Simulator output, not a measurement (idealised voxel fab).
The process module that follows is named voxel transistor to metal.
The cross-section on display is named cut; it measures 145 nm wide, and its cells are 5 nm squares.
Cross-section, as written here: a square-cell grid given band by band from the top down, where a band holds one or more rows of cells. A band entry consists of two parts. The first gives the height of the band's top and the height of its bottom, in nm. The rest lists the band's materials from left to right, each with its width in nm. A single material labelled with the word "edge to edge" fills the band from edge to edge, and the word "blank" marks empty space. Height 0 is the level under which the wafer as received is all one material. The lowest band goes on downwards, as in "0 -> down". Think of "30..40" as a width that walks from the first number to the second as you go down the band, top row to bottom row, taking equal-sized steps from row to row. Where a step carries "nothing got changed", the cross-section came out of it unchanged, cell for cell. "Unvented cavities": sealed empty spaces, 8 cells or more, no open way to top, listed width x height at distance, with distance from the left edge and width, height and distance in nm. Heads up: the bit after the settings on a step's line is the simulator's remark on that step. overlay nm: right-of-plan distance of the mask on a masked step; negative values mean left-of-plan.

Set out below are the planned steps of the process
- 1: RECEIVE (material Si)
- 2: CONFORMAL_DEP (material SiO2; thk nm 5)
- 3: CONFORMAL_DEP (material SiN; thk nm 15)
- 4: MASKED_ETCH (tone cover; mask id ACTIVE; width nm 105; etch materials SiN; depth nm 15; overlay nm 0)
- 5: MASKED_ETCH (tone cover; mask id ACTIVE; width nm 105; etch materials SiO2; depth nm 5; overlay nm 0)
- 6: MASKED_ETCH (tone cover; mask id ACTIVE; width nm 105; etch materials Si; depth nm 30; overlay nm 0)
- 7: FILL_DEP (material SiO2; thk nm 15)
- 8: CMP (height nm 20)
- 9: SELECTIVE_ETCH (etch materials SiO2; depth nm 10)
- 10: STRIP (etch materials SiN)
- 11: SELECTIVE_ETCH (etch materials SiO2; depth nm 5)
- 12: OXIDIZE (depth nm 5)
- 13: DIRECTIONAL_DEP (material polySi; thk nm 20)
- 14: DIRECTIONAL_DEP (material SiCN; thk nm 10)
- 15: MASKED_ETCH (tone cover; mask id GATE; width nm 15; etch materials SiCN; depth nm 20; overlay nm 0)
- 16: MASKED_ETCH (tone cover; mask id GATE; width nm 15; etch materials polySi; depth nm 30; overlay nm 0)
- 17: CONFORMAL_DEP (material SiO2; thk nm 5)
- 18: DIRECTIONAL_ETCH (etch materials SiO2; depth nm 5)
- 19: CONFORMAL_DEP (material SiN; thk nm 5)
- 20: DIRECTIONAL_ETCH (etch materials SiN; depth nm 5)
- 21: DIRECTIONAL_ETCH (etch materials SiO2; depth nm 5)
- 22: DIRECTIONAL_ETCH (etch materials Si; depth nm 10)
- 23: EPI (material SiGe; thk nm 15)
- 24: FILL_DEP (material SiO2; thk nm 10)
- 25: CMP (height nm 30)
- 26: DIRECTIONAL_DEP (material SiO2; thk nm 15)
- 27: MASKED_ETCH (tone open; mask id CONTACT; width nm 30; pitch nm 55; etch materials SiO2; depth nm 35; overlay nm 0)
- 28: CONFORMAL_DEP (material TiN; thk nm 5)
- 29: FILL_DEP (material W; thk nm 5)
- 30: CMP (height nm 45)
- 31: CONFORMAL_DEP (material SiN; thk nm 5)
- 32: DIRECTIONAL_DEP (material SiO2; thk nm 20)
- 33: DIRECTIONAL_DEP (material aC; thk nm 10)
- 34: PATTERN (tone open; mask id METAL_1; material resist; width nm 15; pitch nm 70; thk nm 30; overlay nm 0)
- 35: DIRECTIONAL_ETCH (etch materials aC; depth nm 10)
- 36: STRIP (etch materials resist)
- 37: DIRECTIONAL_ETCH (etch materials SiO2; depth nm 20)
- 38: DIRECTIONAL_ETCH (etch materials SiN; depth nm 5)
- 39: STRIP (etch materials aC)
- 40: CONFORMAL_DEP (material TiN; thk nm 5)
- 41: FILL_DEP (material W; thk nm 10)
- 42: CMP (height nm 70)
- 43: CONFORMAL_DEP (material SiCN; thk nm 5)
- 44: DIRECTIONAL_DEP (material lowk; thk nm 35)
- 45: MASKED_ETCH (tone open; mask id METAL_2; width nm 15; pitch nm 70; etch materials lowk; depth nm 20; overlay nm 0)
- 46: DIRECTIONAL_DEP (material aC; thk nm 15)
- 47: PATTERN (tone open; mask id METAL_2_HOLES; material resist; width nm 15; pitch nm 70; thk nm 30; overlay nm 0)
- 48: DIRECTIONAL_ETCH (etch materials aC; depth nm 15)
- 49: STRIP (etch materials resist)
- 50: DIRECTIONAL_ETCH (etch materials lowk; depth nm 15)
- 51: DIRECTIONAL_ETCH (etch materials SiCN; depth nm 5)
- 52: STRIP (etch materials aC)
- 53: CONFORMAL_DEP (material TiN; thk nm 5)
- 54: FILL_DEP (material Ru; thk nm 10)
- 55: CMP (height nm 110)
- 56: CONFORMAL_DEP (material SiN; thk nm 5)

First wafer, two in total, run as planned

Cross-section of the wafer upon arrival, representing the state reached after step 1
  0 -> down | Si edge to edge
  Unvented cavities: none

Step 2 complete: cross-section through the wafer
  5 -> 0 | SiO2 edge to edge
  For the remainder of the cross-section, below 0, there is no change.

Step 3 complete: cross-section through the wafer
  20 -> 5 | SiN edge to edge
  For the remainder of the cross-section, below 5, there is no change.

Step 4 complete: cross-section through the wafer
  20 -> 5 | blank 20 nm; SiN 105 nm; blank 20 nm
  For the remainder of the cross-section, below 5, there is no change.

Step 5 complete: cross-section through the wafer
  20 -> 5 | blank 20 nm; SiN 105 nm; blank 20 nm
  5 -> 0 | blank 20 nm; SiO2 105 nm; blank 20 nm
  For the remainder of the cross-section, below 0, there is no change.

Step 6 complete: cross-section through the wafer
  20 -> 5 | blank 20 nm; SiN 105 nm; blank 20 nm
  5 -> 0 | blank 20 nm; SiO2 105 nm; blank 20 nm
  0 -> -30 | blank 20 nm; Si 105 nm; blank 20 nm
  For the remainder of the cross-section, below -30, there is no change.

Step 7 complete: cross-section through the wafer
  35 -> 20 | SiO2 edge to edge
  20 -> 5 | SiO2 20 nm; SiN 105 nm; SiO2 20 nm
  5 -> 0 | SiO2 edge to edge
  0 -> -30 | SiO2 20 nm; Si 105 nm; SiO2 20 nm
  For the remainder of the cross-section, below -30, there is no change.

Step 8 complete: cross-section through the wafer
  20 -> 5 | SiO2 20 nm; SiN 105 nm; SiO2 20 nm
  For the remainder of the cross-section, below 5, there is no change.

Step 9 complete: cross-section through the wafer
  20 -> 10 | blank 20 nm; SiN 105 nm; blank 20 nm
  For the remainder of the cross-section, below 10, there is no change.

Step 10 complete: cross-section through the wafer
  10 -> 5 | SiO2 20 nm; blank 105 nm; SiO2 20 nm
  For the remainder of the cross-section, below 5, there is no change.

Step 11 complete: cross-section through the wafer
  5 -> 0 | SiO2 15 nm; blank 115 nm; SiO2 15 nm
  For the remainder of the cross-section, below 0, there is no change.

Step 12 complete: cross-section through the wafer
  5 -> 0 | SiO2 15 nm; blank 115 nm; SiO2 15 nm
  0 -> -5 | SiO2 edge to edge
  For the remainder of the cross-section, below -5, there is no change.

Step 13 complete: cross-section through the wafer
  25 -> 20 | polySi 15 nm; blank 115 nm; polySi 15 nm
  20 -> 5 | polySi edge to edge
  5 -> 0 | SiO2 15 nm; polySi 115 nm; SiO2 15 nm
  For the remainder of the cross-section, below 0, there is no change.

Step 14 complete: cross-section through the wafer
  35 -> 30 | SiCN 15 nm; blank 115 nm; SiCN 15 nm
  30 -> 25 | SiCN edge to edge
  25 -> 20 | polySi 15 nm; SiCN 115 nm; polySi 15 nm
  For the remainder of the cross-section, below 20, there is no change.

Step 15 complete: cross-section through the wafer
  30 -> 25 | blank 65 nm; SiCN 15 nm; blank 65 nm
  25 -> 20 | polySi 15 nm; blank 50 nm; SiCN 15 nm; blank 50 nm; polySi 15 nm
  For the remainder of the cross-section, below 20, there is no change.

Step 16 complete: cross-section through the wafer
  30 -> 20 | blank 65 nm; SiCN 15 nm; blank 65 nm
  20 -> 5 | blank 65 nm; polySi 15 nm; blank 65 nm
  5 -> 0 | SiO2 15 nm; blank 50 nm; polySi 15 nm; blank 50 nm; SiO2 15 nm
  For the remainder of the cross-section, below 0, there is no change.

Step 17 complete: cross-section through the wafer
  35 -> 30 | blank 60 nm; SiO2 25 nm; blank 60 nm
  30 -> 20 | blank 60 nm; SiO2 5 nm; SiCN 15 nm; SiO2 5 nm; blank 60 nm
  20 -> 10 | blank 60 nm; SiO2 5 nm; polySi 15 nm; SiO2 5 nm; blank 60 nm
  10 -> 5 | SiO2 20 nm; blank 40 nm; SiO2 5 nm; polySi 15 nm; SiO2 5 nm; blank 40 nm; SiO2 20 nm
  5 -> 0 | SiO2 65 nm; polySi 15 nm; SiO2 65 nm
  For the remainder of the cross-section, below 0, there is no change.

Step 18 complete: cross-section through the wafer
  30 -> 20 | blank 60 nm; SiO2 5 nm; SiCN 15 nm; SiO2 5 nm; blank 60 nm
  20 -> 5 | blank 60 nm; SiO2 5 nm; polySi 15 nm; SiO2 5 nm; blank 60 nm
  5 -> 0 | SiO2 20 nm; blank 40 nm; SiO2 5 nm; polySi 15 nm; SiO2 5 nm; blank 40 nm; SiO2 20 nm
  For the remainder of the cross-section, below 0, there is no change.

Step 19 complete: cross-section through the wafer
  35 -> 30 | blank 55 nm; SiN 35 nm; blank 55 nm
  30 -> 20 | blank 55 nm; SiN 5 nm; SiO2 5 nm; SiCN 15 nm; SiO2 5 nm; SiN 5 nm; blank 55 nm
  20 -> 10 | blank 55 nm; SiN 5 nm; SiO2 5 nm; polySi 15 nm; SiO2 5 nm; SiN 5 nm; blank 55 nm
  10 -> 5 | SiN 25 nm; blank 30 nm; SiN 5 nm; SiO2 5 nm; polySi 15 nm; SiO2 5 nm; SiN 5 nm; blank 30 nm; SiN 25 nm
  5 -> 0 | SiO2 20 nm; SiN 40 nm; SiO2 5 nm; polySi 15 nm; SiO2 5 nm; SiN 40 nm; SiO2 20 nm
  For the remainder of the cross-section, below 0, there is no change.

Step 20 complete: cross-section through the wafer
  30 -> 20 | blank 55 nm; SiN 5 nm; SiO2 5 nm; SiCN 15 nm; SiO2 5 nm; SiN 5 nm; blank 55 nm
  20 -> 5 | blank 55 nm; SiN 5 nm; SiO2 5 nm; polySi 15 nm; SiO2 5 nm; SiN 5 nm; blank 55 nm
  5 -> 0 | SiO2 20 nm; SiN 5 nm; blank 30 nm; SiN 5 nm; SiO2 5 nm; polySi 15 nm; SiO2 5 nm; SiN 5 nm; blank 30 nm; SiN 5 nm; SiO2 20 nm
  For the remainder of the cross-section, below 0, there is no change.

Step 21 complete: cross-section through the wafer
  30 -> 25 | blank 55 nm; SiN 5 nm; blank 5 nm; SiCN 15 nm; blank 5 nm; SiN 5 nm; blank 55 nm
  25 -> 20 | blank 55 nm; SiN 5 nm; SiO2 5 nm; SiCN 15 nm; SiO2 5 nm; SiN 5 nm; blank 55 nm
  20 -> 5 | blank 55 nm; SiN 5 nm; SiO2 5 nm; polySi 15 nm; SiO2 5 nm; SiN 5 nm; blank 55 nm
  5 -> 0 | blank 20 nm; SiN 5 nm; blank 30 nm; SiN 5 nm; SiO2 5 nm; polySi 15 nm; SiO2 5 nm; SiN 5 nm; blank 30 nm; SiN 5 nm; blank 20 nm
  0 -> -5 | SiO2 25 nm; blank 30 nm; SiO2 35 nm; blank 30 nm; SiO2 25 nm
  For the remainder of the cross-section, below -5, there is no change.

Step 22 complete: cross-section through the wafer
  30 -> 25 | blank 55 nm; SiN 5 nm; blank 5 nm; SiCN 15 nm; blank 5 nm; SiN 5 nm; blank 55 nm
  25 -> 20 | blank 55 nm; SiN 5 nm; SiO2 5 nm; SiCN 15 nm; SiO2 5 nm; SiN 5 nm; blank 55 nm
  20 -> 5 | blank 55 nm; SiN 5 nm; SiO2 5 nm; polySi 15 nm; SiO2 5 nm; SiN 5 nm; blank 55 nm
  5 -> 0 | blank 20 nm; SiN 5 nm; blank 30 nm; SiN 5 nm; SiO2 5 nm; polySi 15 nm; SiO2 5 nm; SiN 5 nm; blank 30 nm; SiN 5 nm; blank 20 nm
  0 -> -5 | SiO2 25 nm; blank 30 nm; SiO2 35 nm; blank 30 nm; SiO2 25 nm
  -5 -> -15 | SiO2 20 nm; Si 5 nm; blank 30 nm; Si 35 nm; blank 30 nm; Si 5 nm; SiO2 20 nm
  For the remainder of the cross-section, below -15, there is no change.

Step 23 complete: cross-section through the wafer
  30 -> 25 | blank 55 nm; SiN 5 nm; blank 5 nm; SiCN 15 nm; blank 5 nm; SiN 5 nm; blank 55 nm
  25 -> 20 | blank 55 nm; SiN 5 nm; SiO2 5 nm; SiCN 15 nm; SiO2 5 nm; SiN 5 nm; blank 55 nm
  20 -> 10 | blank 55 nm; SiN 5 nm; SiO2 5 nm; polySi 15 nm; SiO2 5 nm; SiN 5 nm; blank 55 nm
  10 -> 5 | blank 20 nm; SiGe 35 nm; SiN 5 nm; SiO2 5 nm; polySi 15 nm; SiO2 5 nm; SiN 5 nm; SiGe 35 nm; blank 20 nm
  5 -> 0 | blank 20 nm; SiN 5 nm; SiGe 30 nm; SiN 5 nm; SiO2 5 nm; polySi 15 nm; SiO2 5 nm; SiN 5 nm; SiGe 30 nm; SiN 5 nm; blank 20 nm
  0 -> -5 | SiO2 25 nm; SiGe 30 nm; SiO2 35 nm; SiGe 30 nm; SiO2 25 nm
  -5 -> -15 | SiO2 20 nm; Si 5 nm; SiGe 30 nm; Si 35 nm; SiGe 30 nm; Si 5 nm; SiO2 20 nm
  For the remainder of the cross-section, below -15, there is no change.

Step 24 complete: cross-section through the wafer
  40 -> 30 | SiO2 edge to edge
  30 -> 20 | SiO2 55 nm; SiN 5 nm; SiO2 5 nm; SiCN 15 nm; SiO2 5 nm; SiN 5 nm; SiO2 55 nm
  20 -> 10 | SiO2 55 nm; SiN 5 nm; SiO2 5 nm; polySi 15 nm; SiO2 5 nm; SiN 5 nm; SiO2 55 nm
  10 -> 5 | SiO2 20 nm; SiGe 35 nm; SiN 5 nm; SiO2 5 nm; polySi 15 nm; SiO2 5 nm; SiN 5 nm; SiGe 35 nm; SiO2 20 nm
  5 -> 0 | SiO2 20 nm; SiN 5 nm; SiGe 30 nm; SiN 5 nm; SiO2 5 nm; polySi 15 nm; SiO2 5 nm; SiN 5 nm; SiGe 30 nm; SiN 5 nm; SiO2 20 nm
  For the remainder of the cross-section, below 0, there is no change.

Step 25 complete: cross-section through the wafer
  30 -> 20 | SiO2 55 nm; SiN 5 nm; SiO2 5 nm; SiCN 15 nm; SiO2 5 nm; SiN 5 nm; SiO2 55 nm
  For the remainder of the cross-section, below 20, there is no change.

Step 26 complete: cross-section through the wafer
  45 -> 30 | SiO2 edge to edge
  For the remainder of the cross-section, below 30, there is no change.

Step 27 complete: cross-section through the wafer
  45 -> 30 | SiO2 30 nm; blank 30 nm; SiO2 25 nm; blank 30 nm; SiO2 30 nm
  30 -> 20 | SiO2 30 nm; blank 25 nm; SiN 5 nm; SiO2 5 nm; SiCN 15 nm; SiO2 5 nm; SiN 5 nm; blank 25 nm; SiO2 30 nm
  20 -> 10 | SiO2 30 nm; blank 25 nm; SiN 5 nm; SiO2 5 nm; polySi 15 nm; SiO2 5 nm; SiN 5 nm; blank 25 nm; SiO2 30 nm
  For the remainder of the cross-section, below 10, there is no change.

Step 28 complete: cross-section through the wafer
  50 -> 45 | TiN 35 nm; blank 20 nm; TiN 35 nm; blank 20 nm; TiN 35 nm
  45 -> 35 | SiO2 30 nm; TiN 5 nm; blank 20 nm; TiN 5 nm; SiO2 25 nm; TiN 5 nm; blank 20 nm; TiN 5 nm; SiO2 30 nm
  35 -> 30 | SiO2 30 nm; TiN 5 nm; blank 15 nm; TiN 10 nm; SiO2 25 nm; TiN 10 nm; blank 15 nm; TiN 5 nm; SiO2 30 nm
  30 -> 20 | SiO2 30 nm; TiN 5 nm; blank 15 nm; TiN 5 nm; SiN 5 nm; SiO2 5 nm; SiCN 15 nm; SiO2 5 nm; SiN 5 nm; TiN 5 nm; blank 15 nm; TiN 5 nm; SiO2 30 nm
  20 -> 15 | SiO2 30 nm; TiN 5 nm; blank 15 nm; TiN 5 nm; SiN 5 nm; SiO2 5 nm; polySi 15 nm; SiO2 5 nm; SiN 5 nm; TiN 5 nm; blank 15 nm; TiN 5 nm; SiO2 30 nm
  15 -> 10 | SiO2 30 nm; TiN 25 nm; SiN 5 nm; SiO2 5 nm; polySi 15 nm; SiO2 5 nm; SiN 5 nm; TiN 25 nm; SiO2 30 nm
  For the remainder of the cross-section, below 10, there is no change.

Step 29 complete: cross-section through the wafer
  55 -> 50 | W edge to edge
  50 -> 45 | TiN 35 nm; W 20 nm; TiN 35 nm; W 20 nm; TiN 35 nm
  45 -> 35 | SiO2 30 nm; TiN 5 nm; W 20 nm; TiN 5 nm; SiO2 25 nm; TiN 5 nm; W 20 nm; TiN 5 nm; SiO2 30 nm
  35 -> 30 | SiO2 30 nm; TiN 5 nm; W 15 nm; TiN 10 nm; SiO2 25 nm; TiN 10 nm; W 15 nm; TiN 5 nm; SiO2 30 nm
  30 -> 20 | SiO2 30 nm; TiN 5 nm; W 15 nm; TiN 5 nm; SiN 5 nm; SiO2 5 nm; SiCN 15 nm; SiO2 5 nm; SiN 5 nm; TiN 5 nm; W 15 nm; TiN 5 nm; SiO2 30 nm
  20 -> 15 | SiO2 30 nm; TiN 5 nm; W 15 nm; TiN 5 nm; SiN 5 nm; SiO2 5 nm; polySi 15 nm; SiO2 5 nm; SiN 5 nm; TiN 5 nm; W 15 nm; TiN 5 nm; SiO2 30 nm
  For the remainder of the cross-section, below 15, there is no change.

Step 30 complete: cross-section through the wafer
  45 -> 35 | SiO2 30 nm; TiN 5 nm; W 20 nm; TiN 5 nm; SiO2 25 nm; TiN 5 nm; W 20 nm; TiN 5 nm; SiO2 30 nm
  For the remainder of the cross-section, below 35, there is no change.

Step 31 complete: cross-section through the wafer
  50 -> 45 | SiN edge to edge
  For the remainder of the cross-section, below 45, there is no change.

Step 32 complete: cross-section through the wafer
  70 -> 50 | SiO2 edge to edge
  For the remainder of the cross-section, below 50, there is no change.

Step 33 complete: cross-section through the wafer
  80 -> 70 | aC edge to edge
  For the remainder of the cross-section, below 70, there is no change.

Step 34 complete: cross-section through the wafer
  110 -> 80 | resist 30 nm; blank 15 nm; resist 55 nm; blank 15 nm; resist 30 nm
  For the remainder of the cross-section, below 80, there is no change.

Step 35 complete: cross-section through the wafer
  100 -> 80 | resist 30 nm; blank 15 nm; resist 55 nm; blank 15 nm; resist 30 nm
  80 -> 70 | aC 30 nm; blank 15 nm; aC 55 nm; blank 15 nm; aC 30 nm
  For the remainder of the cross-section, below 70, there is no change.

Step 36 complete: cross-section through the wafer
  80 -> 70 | aC 30 nm; blank 15 nm; aC 55 nm; blank 15 nm; aC 30 nm
  For the remainder of the cross-section, below 70, there is no change.

Step 37 complete: cross-section through the wafer
  80 -> 70 | aC 30 nm; blank 15 nm; aC 55 nm; blank 15 nm; aC 30 nm
  70 -> 50 | SiO2 30 nm; blank 15 nm; SiO2 55 nm; blank 15 nm; SiO2 30 nm
  For the remainder of the cross-section, below 50, there is no change.

Step 38 complete: cross-section through the wafer
  80 -> 70 | aC 30 nm; blank 15 nm; aC 55 nm; blank 15 nm; aC 30 nm
  70 -> 50 | SiO2 30 nm; blank 15 nm; SiO2 55 nm; blank 15 nm; SiO2 30 nm
  50 -> 45 | SiN 30 nm; blank 15 nm; SiN 55 nm; blank 15 nm; SiN 30 nm
  For the remainder of the cross-section, below 45, there is no change.

Step 39 complete: cross-section through the wafer
  70 -> 50 | SiO2 30 nm; blank 15 nm; SiO2 55 nm; blank 15 nm; SiO2 30 nm
  For the remainder of the cross-section, below 50, there is no change.

Step 40 complete: cross-section through the wafer
  75 -> 70 | TiN 35 nm; blank 5 nm; TiN 65 nm; blank 5 nm; TiN 35 nm
  70 -> 50 | SiO2 30 nm; TiN 5 nm; blank 5 nm; TiN 5 nm; SiO2 55 nm; TiN 5 nm; blank 5 nm; TiN 5 nm; SiO2 30 nm
  50 -> 45 | SiN 30 nm; TiN 15 nm; SiN 55 nm; TiN 15 nm; SiN 30 nm
  For the remainder of the cross-section, below 45, there is no change.

Step 41 complete: cross-section through the wafer
  85 -> 75 | W edge to edge
  75 -> 70 | TiN 35 nm; W 5 nm; TiN 65 nm; W 5 nm; TiN 35 nm
  70 -> 50 | SiO2 30 nm; TiN 5 nm; W 5 nm; TiN 5 nm; SiO2 55 nm; TiN 5 nm; W 5 nm; TiN 5 nm; SiO2 30 nm
  For the remainder of the cross-section, below 50, there is no change.

Step 42 complete: cross-section through the wafer
  70 -> 50 | SiO2 30 nm; TiN 5 nm; W 5 nm; TiN 5 nm; SiO2 55 nm; TiN 5 nm; W 5 nm; TiN 5 nm; SiO2 30 nm
  For the remainder of the cross-section, below 50, there is no change.

Step 43 complete: cross-section through the wafer
  75 -> 70 | SiCN edge to edge
  For the remainder of the cross-section, below 70, there is no change.

Step 44 complete: cross-section through the wafer
  110 -> 75 | lowk edge to edge
  For the remainder of the cross-section, below 75, there is no change.

Step 45 complete: cross-section through the wafer
  110 -> 90 | lowk 30 nm; blank 15 nm; lowk 55 nm; blank 15 nm; lowk 30 nm
  For the remainder of the cross-section, below 90, there is no change.

Step 46 complete: cross-section through the wafer
  125 -> 110 | aC 30 nm; blank 15 nm; aC 55 nm; blank 15 nm; aC 30 nm
  110 -> 105 | lowk 30 nm; blank 15 nm; lowk 55 nm; blank 15 nm; lowk 30 nm
  105 -> 90 | lowk 30 nm; aC 15 nm; lowk 55 nm; aC 15 nm; lowk 30 nm
  For the remainder of the cross-section, below 90, there is no change.

Step 47 complete: cross-section through the wafer
  155 -> 125 | resist 30 nm; blank 15 nm; resist 55 nm; blank 15 nm; resist 30 nm
  For the remainder of the cross-section, below 125, there is no change.

Step 48 complete: cross-section through the wafer
  140 -> 125 | resist 30 nm; blank 15 nm; resist 55 nm; blank 15 nm; resist 30 nm
  125 -> 110 | aC 30 nm; blank 15 nm; aC 55 nm; blank 15 nm; aC 30 nm
  110 -> 90 | lowk 30 nm; blank 15 nm; lowk 55 nm; blank 15 nm; lowk 30 nm
  For the remainder of the cross-section, below 90, there is no change.

Step 49 complete: cross-section through the wafer
  125 -> 110 | aC 30 nm; blank 15 nm; aC 55 nm; blank 15 nm; aC 30 nm
  For the remainder of the cross-section, below 110, there is no change.

Step 50 complete: cross-section through the wafer
  125 -> 110 | aC 30 nm; blank 15 nm; aC 55 nm; blank 15 nm; aC 30 nm
  110 -> 75 | lowk 30 nm; blank 15 nm; lowk 55 nm; blank 15 nm; lowk 30 nm
  For the remainder of the cross-section, below 75, there is no change.

Step 51 complete: cross-section through the wafer
  125 -> 110 | aC 30 nm; blank 15 nm; aC 55 nm; blank 15 nm; aC 30 nm
  110 -> 75 | lowk 30 nm; blank 15 nm; lowk 55 nm; blank 15 nm; lowk 30 nm
  75 -> 70 | SiCN 30 nm; blank 15 nm; SiCN 55 nm; blank 15 nm; SiCN 30 nm
  For the remainder of the cross-section, below 70, there is no change.

Step 52 complete: cross-section through the wafer
  110 -> 75 | lowk 30 nm; blank 15 nm; lowk 55 nm; blank 15 nm; lowk 30 nm
  For the remainder of the cross-section, below 75, there is no change.

Step 53 complete: cross-section through the wafer
  115 -> 110 | TiN 35 nm; blank 5 nm; TiN 65 nm; blank 5 nm; TiN 35 nm
  110 -> 75 | lowk 30 nm; TiN 5 nm; blank 5 nm; TiN 5 nm; lowk 55 nm; TiN 5 nm; blank 5 nm; TiN 5 nm; lowk 30 nm
  75 -> 70 | SiCN 30 nm; TiN 15 nm; SiCN 55 nm; TiN 15 nm; SiCN 30 nm
  For the remainder of the cross-section, below 70, there is no change.

Step 54 complete: cross-section through the wafer
  125 -> 115 | Ru edge to edge
  115 -> 110 | TiN 35 nm; Ru 5 nm; TiN 65 nm; Ru 5 nm; TiN 35 nm
  110 -> 75 | lowk 30 nm; TiN 5 nm; Ru 5 nm; TiN 5 nm; lowk 55 nm; TiN 5 nm; Ru 5 nm; TiN 5 nm; lowk 30 nm
  For the remainder of the cross-section, below 75, there is no change.

Step 55 complete: cross-section through the wafer
  110 -> 75 | lowk 30 nm; TiN 5 nm; Ru 5 nm; TiN 5 nm; lowk 55 nm; TiN 5 nm; Ru 5 nm; TiN 5 nm; lowk 30 nm
  For the remainder of the cross-section, below 75, there is no change.

Step 56 complete: cross-section through the wafer
  115 -> 110 | SiN edge to edge
  For the remainder of the cross-section, below 110, there is no change.

Regarding the second of the two wafers: it shared the first wafer's starting condition and process plan, yet one error occurred during its execution. Its history coincides with that of the first wafer up to and including step 44

Cross-section of the second wafer when, according to plan, step 45 should have finished
  110 -> 90 | lowk 40 nm; blank 15 nm; lowk 55 nm; blank 15 nm; lowk 20 nm
  For the remainder of the cross-section, below 90, there is no change.

Cross-section of the second wafer when, according to plan, step 46 should have finished
  125 -> 110 | aC 40 nm; blank 15 nm; aC 55 nm; blank 15 nm; aC 20 nm
  110 -> 105 | lowk 40 nm; blank 15 nm; lowk 55 nm; blank 15 nm; lowk 20 nm
  105 -> 90 | lowk 40 nm; aC 15 nm; lowk 55 nm; aC 15 nm; lowk 20 nm
  For the remainder of the cross-section, below 90, there is no change.

Cross-section of the second wafer when, according to plan, step 47 should have finished
  155 -> 125 | resist 30 nm; blank 15 nm; resist 55 nm; blank 15 nm; resist 30 nm
  125 -> 110 | aC 40 nm; blank 5 nm; resist 10 nm; aC 55 nm; blank 5 nm; resist 10 nm; aC 20 nm
  110 -> 105 | lowk 40 nm; blank 5 nm; resist 10 nm; lowk 55 nm; blank 5 nm; resist 10 nm; lowk 20 nm
  For the remainder of the cross-section, below 105, there is no change.

Cross-section of the second wafer when, according to plan, step 48 should have finished
  140 -> 125 | resist 30 nm; blank 15 nm; resist 55 nm; blank 15 nm; resist 30 nm
  125 -> 110 | aC 30 nm; blank 15 nm; resist 10 nm; aC 45 nm; blank 15 nm; resist 10 nm; aC 20 nm
  110 -> 105 | lowk 40 nm; blank 5 nm; resist 10 nm; lowk 55 nm; blank 5 nm; resist 10 nm; lowk 20 nm
  105 -> 90 | lowk 40 nm; blank 5 nm; aC 10 nm; lowk 55 nm; blank 5 nm; aC 10 nm; lowk 20 nm
  For the remainder of the cross-section, below 90, there is no change.

Cross-section of the second wafer when, according to plan, step 49 should have finished
  125 -> 110 | aC 30 nm; blank 25 nm; aC 45 nm; blank 25 nm; aC 20 nm
  110 -> 105 | lowk 40 nm; blank 15 nm; lowk 55 nm; blank 15 nm; lowk 20 nm
  For the remainder of the cross-section, below 105, there is no change.

Cross-section of the second wafer when, according to plan, step 50 should have finished
  125 -> 110 | aC 30 nm; blank 25 nm; aC 45 nm; blank 25 nm; aC 20 nm
  110 -> 105 | lowk 30 nm; blank 25 nm; lowk 45 nm; blank 25 nm; lowk 20 nm
  105 -> 95 | lowk 30 nm; blank 15 nm; aC 10 nm; lowk 45 nm; blank 15 nm; aC 10 nm; lowk 20 nm
  95 -> 90 | lowk 40 nm; blank 5 nm; aC 10 nm; lowk 55 nm; blank 5 nm; aC 10 nm; lowk 20 nm
  90 -> 75 | lowk 40 nm; blank 5 nm; lowk 65 nm; blank 5 nm; lowk 30 nm
  For the remainder of the cross-section, below 75, there is no change.

Cross-section of the second wafer when, according to plan, step 51 should have finished
  125 -> 110 | aC 30 nm; blank 25 nm; aC 45 nm; blank 25 nm; aC 20 nm
  110 -> 105 | lowk 30 nm; blank 25 nm; lowk 45 nm; blank 25 nm; lowk 20 nm
  105 -> 95 | lowk 30 nm; blank 15 nm; aC 10 nm; lowk 45 nm; blank 15 nm; aC 10 nm; lowk 20 nm
  95 -> 90 | lowk 40 nm; blank 5 nm; aC 10 nm; lowk 55 nm; blank 5 nm; aC 10 nm; lowk 20 nm
  90 -> 75 | lowk 40 nm; blank 5 nm; lowk 65 nm; blank 5 nm; lowk 30 nm
  75 -> 70 | SiCN 40 nm; blank 5 nm; SiCN 65 nm; blank 5 nm; SiCN 30 nm
  For the remainder of the cross-section, below 70, there is no change.

Cross-section of the second wafer when, according to plan, step 52 should have finished
  110 -> 95 | lowk 30 nm; blank 25 nm; lowk 45 nm; blank 25 nm; lowk 20 nm
  95 -> 90 | lowk 40 nm; blank 15 nm; lowk 55 nm; blank 15 nm; lowk 20 nm
  For the remainder of the cross-section, below 90, there is no change.

Cross-section of the second wafer when, according to plan, step 53 should have finished
  115 -> 110 | TiN 35 nm; blank 15 nm; TiN 55 nm; blank 15 nm; TiN 25 nm
  110 -> 100 | lowk 30 nm; TiN 5 nm; blank 15 nm; TiN 5 nm; lowk 45 nm; TiN 5 nm; blank 15 nm; TiN 5 nm; lowk 20 nm
  100 -> 95 | lowk 30 nm; TiN 15 nm; blank 5 nm; TiN 5 nm; lowk 45 nm; TiN 15 nm; blank 5 nm; TiN 5 nm; lowk 20 nm
  95 -> 90 | lowk 40 nm; TiN 15 nm; lowk 55 nm; TiN 15 nm; lowk 20 nm
  90 -> 75 | lowk 40 nm; TiN 5 nm; lowk 65 nm; TiN 5 nm; lowk 30 nm
  75 -> 70 | SiCN 40 nm; TiN 5 nm; SiCN 65 nm; TiN 5 nm; SiCN 30 nm
  For the remainder of the cross-section, below 70, there is no change.

Cross-section of the second wafer when, according to plan, step 54 should have finished
  125 -> 115 | Ru edge to edge
  115 -> 110 | TiN 35 nm; Ru 15 nm; TiN 55 nm; Ru 15 nm; TiN 25 nm
  110 -> 100 | lowk 30 nm; TiN 5 nm; Ru 15 nm; TiN 5 nm; lowk 45 nm; TiN 5 nm; Ru 15 nm; TiN 5 nm; lowk 20 nm
  100 -> 95 | lowk 30 nm; TiN 15 nm; Ru 5 nm; TiN 5 nm; lowk 45 nm; TiN 15 nm; Ru 5 nm; TiN 5 nm; lowk 20 nm
  For the remainder of the cross-section, below 95, there is no change.

Cross-section of the second wafer when, according to plan, step 55 should have finished
  110 -> 100 | lowk 30 nm; TiN 5 nm; Ru 15 nm; TiN 5 nm; lowk 45 nm; TiN 5 nm; Ru 15 nm; TiN 5 nm; lowk 20 nm
  For the remainder of the cross-section, below 100, there is no change.

Cross-section of the second wafer when, according to plan, step 56 should have finished
  115 -> 110 | SiN edge to edge
  For the remainder of the cross-section, below 110, there is no change.
Which mistake was made when the wafer was run? step 45, actual vs plan mismatch, actual run MASKED_ETCH (tone open; mask id METAL_2; width nm 15; pitch nm 70; etch materials lowk; depth nm 20; overlay nm 10)
Counted in cells at the end, the second wafer holds more or fewer of these materials than the first: 4 more of SiCN; 4 fewer of TiN
